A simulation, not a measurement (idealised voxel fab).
Presented below is a process module, voxel plated lines.
Cross-section cut: width 265 nm, square cells of 5 nm.
Just so we're on the same page, the cross-sections are grids of square cells, and they're listed out in bands top to bottom, each band one or more rows deep.
Within each band entry, the heights of the top and of the bottom of the band appear first, in that order and in nm; the materials of the band then follow from left to right, each with its corresponding width in nm. The designation "all across" on a single material indicates that it fills the band from edge to edge; the designation "empty" indicates empty space.
We count height from 0. Below that, the starting wafer is all one material. The lowest band never ends at the bottom but goes on down; see "0 -> down" for how that is written.
When a width is written as two numbers, as in "30..40", the first number is the width in the top row of cells of the band and the second is the width in its bottom row, and the width changes by the same amount from each row to the next.
The designation "nothing altered", where it is given for a processing step, indicates that no cell of the cross-section was altered in the course of that step.
"Closed internal cavities": empty spaces of 8 cells or more with no open way to the top, each given as width x height at distance, distance from the left edge, all in nm.
Whatever follows a step's settings on its line is a remark the simulator itself makes about that step.
What "overlay nm" on a step's line means: if the step has a mask, that mask lay this far to the right of its planned place, or, when the value is negative, to the left.
Below is the list of planned process steps
- 1: RECEIVE: material Si
- 2: CONFORMAL_DEP: material SiN, thk nm 10
- 3: DIRECTIONAL_DEP: material TiN, thk nm 5
- 4: PATTERN: tone open, mask id LINES, material resist, width nm 25, pitch nm 50, thk nm 15, overlay nm 0
- 5: EPI: material Ru, thk nm 10
- 6: STRIP: etch materials resist
- 7: DIRECTIONAL_ETCH: etch materials TiN, depth nm 5
- 8: CONFORMAL_DEP: material SiO2, thk nm 10
Here's what the wafer looked like in cross-section when it arrived - that's after step 1
  0 -> down | Si all across
  Closed internal cavities: none
Run as planned - first of the two wafers cross-sectioned at the end of the module
  35 -> 25 | empty 60 | SiO2 45 | empty 5 | SiO2 45 | empty 5 | SiO2 45 | empty 60
  25 -> 20 | empty 60 | SiO2 10 | Ru 25 | SiO2 10 | empty 5 | SiO2 10 | Ru 25 | SiO2 10 | empty 5 | SiO2 10 | Ru 25 | SiO2 10 | empty 60
  20 -> 15 | SiO2 70 | Ru 25 | SiO2 25 | Ru 25 | SiO2 25 | Ru 25 | SiO2 70
  15 -> 10 | SiO2 70 | TiN 25 | SiO2 25 | TiN 25 | SiO2 25 | TiN 25 | SiO2 70
  10 -> 0 | SiN all across
  0 -> down | Si all across
  Closed internal cavities: none
Second wafer cross-section at end of module - shared start and plan with the first, one mistake in the run
  35 -> 25 | SiO2 80 | empty 5 | SiO2 45 | empty 5 | SiO2 45 | empty 5 | SiO2 80
  25 -> 20 | Ru 70 | SiO2 10 | empty 5 | SiO2 10 | Ru 25 | SiO2 10 | empty 5 | SiO2 10 | Ru 25 | SiO2 10 | empty 5 | SiO2 10 | Ru 70
  20 -> 15 | Ru 70 | SiO2 25 | Ru 25 | SiO2 25 | Ru 25 | SiO2 25 | Ru 70
  15 -> 10 | TiN 70 | SiO2 25 | TiN 25 | SiO2 25 | TiN 25 | SiO2 25 | TiN 70
  10 -> 0 | SiN all across
  0 -> down | Si all across
  Closed internal cavities: none
Short version of what went wrong: for step 4, the planned setting was not used; the step was instead run as PATTERN: tone cover, mask id LINES, material resist, width nm 25, pitch nm 50, thk nm 15, overlay nm 0
Wrapping up, a cell-based count of both wafers puts the second over or under the first for these materials: 46 more of Ru | 23 more of TiN
